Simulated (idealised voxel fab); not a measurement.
process module | voxel local oxidation
cross-section cut | 145 nm wide | cells 5 nm
A cross-section is a grid of square cells, given in bands from the top down. A band is one or more rows of cells.
Each band's line starts with the height of the band's top and of its bottom, in nm. Then come its materials from left to right, each with its width in nm. One material with "throughout" fills the band from edge to edge. "air" is empty space.
Height 0 is the level under which the wafer as received is all one material. The lowest band goes on downwards, as in "0 down".
A width such as "30 to 40" changes by the same amount from each row of cells to the next, from the band's top row to its bottom row.
"no change" after a step means that no cell of the cross-section changed.
closed voids: empty space of 8 cells or more with no open way to the top, each as width x height at its distance from the left edge, in nm
after a step's settings: what the simulator itself notes on the step
overlay nm, on a step with a mask: how far to the right of its planned place the mask lay; to the left if negative
plan
1 op RECEIVE | material Si
2 op CONFORMAL_DEP | material SiO2 | thk nm 5
3 op CONFORMAL_DEP | material SiN | thk nm 10
4 op PATTERN | tone cover | mask id ACTIVE | material resist | width nm 100 | thk nm 20 | overlay nm 0
5 op DIRECTIONAL_ETCH | etch materials SiN | depth nm 10
6 op STRIP | etch materials resist
7 op SELECTIVE_ETCH | etch materials SiO2 | depth nm 5
8 op OXIDIZE | depth nm 15
9 op STRIP | etch materials SiN
as received, after step 1
  0 down: Si throughout
  closed voids: none
a wafer at the end: this start, this plan, one mistake
  15 to 5: air 20 | SiN 100 | air 25
  5 to 0: air 25 | SiO2 90 | air 30
  0 to -15: SiO2 40 | Si 60 | SiO2 45
  -15 down: Si throughout
  closed voids: none
what went wrong: step 9 was left out
